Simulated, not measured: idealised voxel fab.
process module | voxel ribs on slabs
cross-section cut | 230 nm wide | cells 5 nm
A cross-section is a grid of square cells, given in bands from the top down. A band is one or more rows of cells.
Each band's line starts with the height of the band's top and of its bottom, in nm. Then come its materials from left to right, each with its width in nm. One material with "throughout" fills the band from edge to edge. "air" is empty space.
Height 0 is the level under which the wafer as received is all one material. The lowest band goes on downwards, as in "0 down".
A width such as "30 to 40" changes by the same amount from each row of cells to the next, from the band's top row to its bottom row.
"no change" after a step means that no cell of the cross-section changed.
closed voids: empty space of 8 cells or more with no open way to the top, each as width x height at its distance from the left edge, in nm
after a step's settings: what the simulator itself notes on the step
overlay nm, on a step with a mask: how far to the right of its planned place the mask lay; to the left if negative
plan
1 op RECEIVE | material Si
2 op DIRECTIONAL_DEP | material SiO2 | thk nm 20
3 op DIRECTIONAL_DEP | material polySi | thk nm 25
4 op MASKED_ETCH | tone cover | mask id RIB | width nm 20 | etch materials polySi | depth nm 20 | overlay nm 0
5 op DIRECTIONAL_DEP | material aC | thk nm 15
6 op PATTERN | tone cover | mask id SLAB | material resist | width nm 70 | thk nm 35 | overlay nm 0
7 op DIRECTIONAL_ETCH | etch materials aC | depth nm 15
8 op STRIP | etch materials resist
9 op DIRECTIONAL_ETCH | etch materials polySi | depth nm 5
10 op STRIP | etch materials aC
11 op FILL_DEP | material SiO2 | thk nm 20
12 op CMP | height nm 55
13 op DIRECTIONAL_DEP | material W | thk nm 10
14 op DIRECTIONAL_DEP | material aC | thk nm 10
15 op PATTERN | tone cover | mask id HEATER | material resist | width nm 30 | thk nm 30 | overlay nm 0
16 op DIRECTIONAL_ETCH | etch materials aC | depth nm 10
17 op STRIP | etch materials resist
18 op DIRECTIONAL_ETCH | etch materials W | depth nm 10
19 op STRIP | etch materials aC
20 op CONFORMAL_DEP | material SiO2 | thk nm 5
as received, after step 1
  0 down: Si throughout
  closed voids: none
a wafer at the end: this start, this plan, one mistake
  70 to 65: air 95 | SiO2 40 | air 95
  65 to 60: air 95 | SiO2 5 | W 30 | SiO2 5 | air 95
  60 to 55: SiO2 100 | W 30 | SiO2 100
  55 to 45: SiO2 105 | polySi 20 | SiO2 105
  45 to 40: SiO2 80 | polySi 70 | SiO2 80
  40 to 0: SiO2 throughout
  0 down: Si throughout
  closed voids: none
what went wrong: step 2 was run twice
